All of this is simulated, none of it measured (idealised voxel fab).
Process module in this document: voxel gate over fins
In the cross-section labelled cut, the width is 275 nm and each square cell is 5 nm.
Notation: cross-section as square-cell grid; stated in bands, top first, going down; one or more cell rows per band. Band entry format. Leading values: height of top, height of bottom, nm. Remainder: materials in left-to-right order, each with its width in nm. Special words: "everywhere" on a single material, which then fills the band edge to edge; "air", empty space. Zero point of the height axis is 0; under it, received wafer = one material. Lowest band: continues down indefinitely, "0..down". Width "30 to 40": first value at the band's top row of cells, second value at its bottom row, equal change from row to row. Step note "no modification" = no cross-section cell changed. The list in "Fully sealed cavities" covers empty spaces of 8 cells or more that cannot reach the top through any open way, and it gives each as width x height at distance; the distance is from the left edge, and width, height and distance are in nm. On each step's line, the part that comes after the settings is the simulator's own comment on the step. When a step includes a mask, the "overlay nm" setting on its line states how far to the right of its planned place that mask lay, and negative values state how far to the left.
Below is the list of planned process steps
step 1: op RECEIVE | material Si
step 2: op CONFORMAL_DEP | material SiN | thk nm 10
step 3: op MASKED_ETCH | tone cover | mask id FINS | width nm 15 | pitch nm 40 | etch materials SiN | depth nm 10 | overlay nm 0
step 4: op MASKED_ETCH | tone cover | mask id FINS | width nm 15 | pitch nm 40 | etch materials Si | depth nm 30 | overlay nm 0
step 5: op OXIDIZE | depth nm 5
step 6: op FILL_DEP | material SiO2 | thk nm 10
step 7: op CMP | height nm 10
step 8: op SELECTIVE_ETCH | etch materials SiO2 | depth nm 25
step 9: op STRIP | etch materials SiN
step 10: op CONFORMAL_DEP | material HfO2 | thk nm 5
step 11: op CONFORMAL_DEP | material TiN | thk nm 5
step 12: op FILL_DEP | material W | thk nm 10
step 13: op CMP | height nm 15
step 14: op CONFORMAL_DEP | material SiCN | thk nm 10
First of two wafers - as planned
As received (post step 1): cross-section
	0..down | Si everywhere
	Fully sealed cavities: none
Upon completion of step 2, the wafer appears in cross-section as shown
	10..0 | SiN everywhere
	Unchanged below 0.
Upon completion of step 3, the wafer appears in cross-section as shown
	10..0 | 110 nm air / 15 nm SiN / 25 nm air / 15 nm SiN / 110 nm air
	Unchanged below 0.
Upon completion of step 4, the wafer appears in cross-section as shown
	10..0 | 110 nm air / 15 nm SiN / 25 nm air / 15 nm SiN / 110 nm air
	0..-30 | 110 nm air / 15 nm Si / 25 nm air / 15 nm Si / 110 nm air
	Unchanged below -30.
Upon completion of step 5, the wafer appears in cross-section as shown
	10..0 | 110 nm air / 15 nm SiN / 25 nm air / 15 nm SiN / 110 nm air
	0..-30 | 110 nm air / 5 nm SiO2 / 5 nm Si / 5 nm SiO2 / 25 nm air / 5 nm SiO2 / 5 nm Si / 5 nm SiO2 / 110 nm air
	-30..-35 | 115 nm SiO2 / 5 nm Si / 35 nm SiO2 / 5 nm Si / 115 nm SiO2
	Unchanged below -35.
Upon completion of step 6, the wafer appears in cross-section as shown
	20..10 | SiO2 everywhere
	10..0 | 110 nm SiO2 / 15 nm SiN / 25 nm SiO2 / 15 nm SiN / 110 nm SiO2
	0..-35 | 115 nm SiO2 / 5 nm Si / 35 nm SiO2 / 5 nm Si / 115 nm SiO2
	Unchanged below -35.
Upon completion of step 7, the wafer appears in cross-section as shown
	10..0 | 110 nm SiO2 / 15 nm SiN / 25 nm SiO2 / 15 nm SiN / 110 nm SiO2
	Unchanged below 0.
Upon completion of step 8, the wafer appears in cross-section as shown
	10..0 | 110 nm air / 15 nm SiN / 25 nm air / 15 nm SiN / 110 nm air
	0..-15 | 115 nm air / 5 nm Si / 35 nm air / 5 nm Si / 115 nm air
	Unchanged below -15.
Upon completion of step 9, the wafer appears in cross-section as shown
	0..-15 | 115 nm air / 5 nm Si / 35 nm air / 5 nm Si / 115 nm air
	Unchanged below -15.
Upon completion of step 10, the wafer appears in cross-section as shown
	5..0 | 110 nm air / 15 nm HfO2 / 25 nm air / 15 nm HfO2 / 110 nm air
	0..-10 | 110 nm air / 5 nm HfO2 / 5 nm Si / 5 nm HfO2 / 25 nm air / 5 nm HfO2 / 5 nm Si / 5 nm HfO2 / 110 nm air
	-10..-15 | 115 nm HfO2 / 5 nm Si / 35 nm HfO2 / 5 nm Si / 115 nm HfO2
	Unchanged below -15.
Upon completion of step 11, the wafer appears in cross-section as shown
	10..5 | 105 nm air / 25 nm TiN / 15 nm air / 25 nm TiN / 105 nm air
	5..0 | 105 nm air / 5 nm TiN / 15 nm HfO2 / 5 nm TiN / 15 nm air / 5 nm TiN / 15 nm HfO2 / 5 nm TiN / 105 nm air
	0..-5 | 105 nm air / 5 nm TiN / 5 nm HfO2 / 5 nm Si / 5 nm HfO2 / 5 nm TiN / 15 nm air / 5 nm TiN / 5 nm HfO2 / 5 nm Si / 5 nm HfO2 / 5 nm TiN / 105 nm air
	-5..-10 | 110 nm TiN / 5 nm HfO2 / 5 nm Si / 5 nm HfO2 / 25 nm TiN / 5 nm HfO2 / 5 nm Si / 5 nm HfO2 / 110 nm TiN
	Unchanged below -10.
Upon completion of step 12, the wafer appears in cross-section as shown
	20..10 | W everywhere
	10..5 | 105 nm W / 25 nm TiN / 15 nm W / 25 nm TiN / 105 nm W
	5..0 | 105 nm W / 5 nm TiN / 15 nm HfO2 / 5 nm TiN / 15 nm W / 5 nm TiN / 15 nm HfO2 / 5 nm TiN / 105 nm W
	0..-5 | 105 nm W / 5 nm TiN / 5 nm HfO2 / 5 nm Si / 5 nm HfO2 / 5 nm TiN / 15 nm W / 5 nm TiN / 5 nm HfO2 / 5 nm Si / 5 nm HfO2 / 5 nm TiN / 105 nm W
	Unchanged below -5.
Upon completion of step 13, the wafer appears in cross-section as shown
	15..10 | W everywhere
	Unchanged below 10.
Upon completion of step 14, the wafer appears in cross-section as shown
	25..15 | SiCN everywhere
	Unchanged below 15.
Second wafer: same start and same plan as the first, one execution error; identical to the first through step 3
Second wafer shown in cross-section at the time step 4 was slated to end
	10..0 | 110 nm air / 15 nm SiN / 25 nm air / 15 nm SiN / 110 nm air
	0..-20 | 110 nm air / 15 nm Si / 25 nm air / 15 nm Si / 110 nm air
	Unchanged below -20.
Second wafer shown in cross-section at the time step 5 was slated to end
	10..0 | 110 nm air / 15 nm SiN / 25 nm air / 15 nm SiN / 110 nm air
	0..-20 | 110 nm air / 5 nm SiO2 / 5 nm Si / 5 nm SiO2 / 25 nm air / 5 nm SiO2 / 5 nm Si / 5 nm SiO2 / 110 nm air
	-20..-25 | 115 nm SiO2 / 5 nm Si / 35 nm SiO2 / 5 nm Si / 115 nm SiO2
	Unchanged below -25.
Second wafer shown in cross-section at the time step 6 was slated to end
	20..10 | SiO2 everywhere
	10..0 | 110 nm SiO2 / 15 nm SiN / 25 nm SiO2 / 15 nm SiN / 110 nm SiO2
	0..-25 | 115 nm SiO2 / 5 nm Si / 35 nm SiO2 / 5 nm Si / 115 nm SiO2
	Unchanged below -25.
Second wafer shown in cross-section at the time step 7 was slated to end
	10..0 | 110 nm SiO2 / 15 nm SiN / 25 nm SiO2 / 15 nm SiN / 110 nm SiO2
	Unchanged below 0.
Second wafer shown in cross-section at the time step 8 was slated to end
	10..0 | 110 nm air / 15 nm SiN / 25 nm air / 15 nm SiN / 110 nm air
	0..-15 | 115 nm air / 5 nm Si / 35 nm air / 5 nm Si / 115 nm air
	Unchanged below -15.
Second wafer shown in cross-section at the time step 9 was slated to end
	0..-15 | 115 nm air / 5 nm Si / 35 nm air / 5 nm Si / 115 nm air
	Unchanged below -15.
Second wafer shown in cross-section at the time step 10 was slated to end
	5..0 | 110 nm air / 15 nm HfO2 / 25 nm air / 15 nm HfO2 / 110 nm air
	0..-10 | 110 nm air / 5 nm HfO2 / 5 nm Si / 5 nm HfO2 / 25 nm air / 5 nm HfO2 / 5 nm Si / 5 nm HfO2 / 110 nm air
	-10..-15 | 115 nm HfO2 / 5 nm Si / 35 nm HfO2 / 5 nm Si / 115 nm HfO2
	Unchanged below -15.
Second wafer shown in cross-section at the time step 11 was slated to end
	10..5 | 105 nm air / 25 nm TiN / 15 nm air / 25 nm TiN / 105 nm air
	5..0 | 105 nm air / 5 nm TiN / 15 nm HfO2 / 5 nm TiN / 15 nm air / 5 nm TiN / 15 nm HfO2 / 5 nm TiN / 105 nm air
	0..-5 | 105 nm air / 5 nm TiN / 5 nm HfO2 / 5 nm Si / 5 nm HfO2 / 5 nm TiN / 15 nm air / 5 nm TiN / 5 nm HfO2 / 5 nm Si / 5 nm HfO2 / 5 nm TiN / 105 nm air
	-5..-10 | 110 nm TiN / 5 nm HfO2 / 5 nm Si / 5 nm HfO2 / 25 nm TiN / 5 nm HfO2 / 5 nm Si / 5 nm HfO2 / 110 nm TiN
	Unchanged below -10.
Second wafer shown in cross-section at the time step 12 was slated to end
	20..10 | W everywhere
	10..5 | 105 nm W / 25 nm TiN / 15 nm W / 25 nm TiN / 105 nm W
	5..0 | 105 nm W / 5 nm TiN / 15 nm HfO2 / 5 nm TiN / 15 nm W / 5 nm TiN / 15 nm HfO2 / 5 nm TiN / 105 nm W
	0..-5 | 105 nm W / 5 nm TiN / 5 nm HfO2 / 5 nm Si / 5 nm HfO2 / 5 nm TiN / 15 nm W / 5 nm TiN / 5 nm HfO2 / 5 nm Si / 5 nm HfO2 / 5 nm TiN / 105 nm W
	Unchanged below -5.
Second wafer shown in cross-section at the time step 13 was slated to end
	15..10 | W everywhere
	Unchanged below 10.
Second wafer shown in cross-section at the time step 14 was slated to end
	25..15 | SiCN everywhere
	Unchanged below 15.
Short version of what went wrong: step 4: run off-plan, actual operation and settings op MASKED_ETCH | tone cover | mask id FINS | width nm 15 | pitch nm 40 | etch materials Si | depth nm 20 | overlay nm 0
Heads up, by the end the second wafer has more or fewer cells of some materials compared to the first: +106 Si; -106 SiO2
